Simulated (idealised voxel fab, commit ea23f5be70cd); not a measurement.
Process module under the name voxel released beams
The cross-section shown here is cut; it is 255 nm wide and divided into square cells measuring 5 nm on a side.
Cross-section spec: square-cell grid; bands listed top down; each band is one or more rows. Top height, bottom height, nm. Materials left to right, width each, nm. Single material + "edge to edge" = fills band edge to edge. "air" = empty. Note: height 0 marks the level under which the wafer is uniformly one material as received. Lowest band unbounded below, written "from 0 down". Width "30 to 40": first value at the band's top row of cells, second value at its bottom row, equal change from row to row. The cross-section has no changed cell in any step marked "left unchanged". Listed in "Trapped void list": every empty space of 8 or more cells without an open way to the top. Form: width x height at distance, the distance being from the left edge, all in nm. What comes after the settings on a step's line is commentary from the simulator itself on that step. The "overlay nm" setting may appear on a step's line; for a step that uses a mask, it gives how far to the right of its planned position the mask lay, and a negative value indicates the left.

# Steps planned for the process
1 RECEIVE with material Si
2 CONFORMAL_DEP with material SiN, thk nm 5
3 DIRECTIONAL_DEP with material SiO2, thk nm 20
4 MASKED_ETCH with tone open, mask id ANCHOR, width nm 40, etch materials SiO2, depth nm 20, overlay nm 0
5 CONFORMAL_DEP with material TiN, thk nm 15
6 DIRECTIONAL_DEP with material aC, thk nm 10
7 PATTERN with tone cover, mask id BEAM, material resist, width nm 85, thk nm 25, overlay nm 0
8 DIRECTIONAL_ETCH with etch materials aC, depth nm 10
9 STRIP with etch materials resist
10 DIRECTIONAL_ETCH with etch materials TiN, depth nm 15
11 STRIP with etch materials aC
12 STRIP with etch materials SiO2

# First out of two wafers; run went to plan

# Cross-section of the wafer upon arrival, representing the state reached after step 1
	from 0 down | Si edge to edge
	Trapped void list: none

# Cross-section of the wafer after step 2
	from 5 to 0 | SiN edge to edge
	Everything below 0 is unchanged.

# Cross-section of the wafer after step 3
	from 25 to 5 | SiO2 edge to edge
	Everything below 5 is unchanged.

# Cross-section of the wafer after step 4
	from 25 to 5 | SiO2 85 nm / air 40 nm / SiO2 130 nm
	Everything below 5 is unchanged.

# Cross-section of the wafer after step 5
	from 40 to 25 | TiN 100 nm / air 10 nm / TiN 145 nm
	from 25 to 20 | SiO2 85 nm / TiN 15 nm / air 10 nm / TiN 15 nm / SiO2 130 nm
	from 20 to 5 | SiO2 85 nm / TiN 40 nm / SiO2 130 nm
	Everything below 5 is unchanged.

# Cross-section of the wafer after step 6
	from 50 to 40 | aC 100 nm / air 10 nm / aC 145 nm
	from 40 to 30 | TiN 100 nm / air 10 nm / TiN 145 nm
	from 30 to 25 | TiN 100 nm / aC 10 nm / TiN 145 nm
	from 25 to 20 | SiO2 85 nm / TiN 15 nm / aC 10 nm / TiN 15 nm / SiO2 130 nm
	Everything below 20 is unchanged.

# Cross-section of the wafer after step 7
	from 75 to 50 | air 80 nm / resist 85 nm / air 90 nm
	from 50 to 40 | aC 100 nm / resist 10 nm / aC 145 nm
	from 40 to 30 | TiN 100 nm / resist 10 nm / TiN 145 nm
	Everything below 30 is unchanged.

# Cross-section of the wafer after step 8
	from 65 to 50 | air 80 nm / resist 85 nm / air 90 nm
	from 50 to 40 | air 80 nm / aC 20 nm / resist 10 nm / aC 55 nm / air 90 nm
	Everything below 40 is unchanged.

# Cross-section of the wafer after step 9
	from 50 to 40 | air 80 nm / aC 20 nm / air 10 nm / aC 55 nm / air 90 nm
	from 40 to 30 | TiN 100 nm / air 10 nm / TiN 145 nm
	Everything below 30 is unchanged.

# Cross-section of the wafer after step 10
	from 50 to 40 | air 80 nm / aC 20 nm / air 10 nm / aC 55 nm / air 90 nm
	from 40 to 30 | air 80 nm / TiN 20 nm / air 10 nm / TiN 55 nm / air 90 nm
	from 30 to 25 | air 80 nm / TiN 20 nm / aC 10 nm / TiN 55 nm / air 90 nm
	Everything below 25 is unchanged.

# Cross-section of the wafer after step 11
	from 40 to 25 | air 80 nm / TiN 20 nm / air 10 nm / TiN 55 nm / air 90 nm
	from 25 to 20 | SiO2 85 nm / TiN 15 nm / air 10 nm / TiN 15 nm / SiO2 130 nm
	Everything below 20 is unchanged.

# Cross-section of the wafer after step 12
	from 40 to 25 | air 80 nm / TiN 20 nm / air 10 nm / TiN 55 nm / air 90 nm
	from 25 to 20 | air 85 nm / TiN 15 nm / air 10 nm / TiN 15 nm / air 130 nm
	from 20 to 5 | air 85 nm / TiN 40 nm / air 130 nm
	Everything below 5 is unchanged.

# Here the second wafer is described. Its start and its plan were those of the first wafer. Its run contained one mistake. Up to and including step 6, it did exactly what the first wafer did

# Here is the second wafer in cross-section at the point where step 7 of the plan should have been done
	from 75 to 50 | air 85 nm / resist 75 nm / air 95 nm
	from 50 to 40 | aC 100 nm / resist 10 nm / aC 145 nm
	from 40 to 30 | TiN 100 nm / resist 10 nm / TiN 145 nm
	Everything below 30 is unchanged.

# Here is the second wafer in cross-section at the point where step 8 of the plan should have been done
	from 65 to 50 | air 85 nm / resist 75 nm / air 95 nm
	from 50 to 40 | air 85 nm / aC 15 nm / resist 10 nm / aC 50 nm / air 95 nm
	Everything below 40 is unchanged.

# Here is the second wafer in cross-section at the point where step 9 of the plan should have been done
	from 50 to 40 | air 85 nm / aC 15 nm / air 10 nm / aC 50 nm / air 95 nm
	from 40 to 30 | TiN 100 nm / air 10 nm / TiN 145 nm
	Everything below 30 is unchanged.

# Here is the second wafer in cross-section at the point where step 10 of the plan should have been done
	from 50 to 40 | air 85 nm / aC 15 nm / air 10 nm / aC 50 nm / air 95 nm
	from 40 to 30 | air 85 nm / TiN 15 nm / air 10 nm / TiN 50 nm / air 95 nm
	from 30 to 25 | air 85 nm / TiN 15 nm / aC 10 nm / TiN 50 nm / air 95 nm
	Everything below 25 is unchanged.

# Here is the second wafer in cross-section at the point where step 11 of the plan should have been done
	from 40 to 25 | air 85 nm / TiN 15 nm / air 10 nm / TiN 50 nm / air 95 nm
	from 25 to 20 | SiO2 85 nm / TiN 15 nm / air 10 nm / TiN 15 nm / SiO2 130 nm
	Everything below 20 is unchanged.

# Here is the second wafer in cross-section at the point where step 12 of the plan should have been done
	from 40 to 25 | air 85 nm / TiN 15 nm / air 10 nm / TiN 50 nm / air 95 nm
	from 25 to 20 | air 85 nm / TiN 15 nm / air 10 nm / TiN 15 nm / air 130 nm
	from 20 to 5 | air 85 nm / TiN 40 nm / air 130 nm
	Everything below 5 is unchanged.
Nonconformance to the process plan: the process deviated at step 7: the operation and settings actually run there were PATTERN with tone cover, mask id BEAM, material resist, width nm 75, thk nm 25, overlay nm 0
It is noted that, at the conclusion of processing, the second wafer exhibits a higher or lower cell count for certain materials relative to the first: -6 TiN
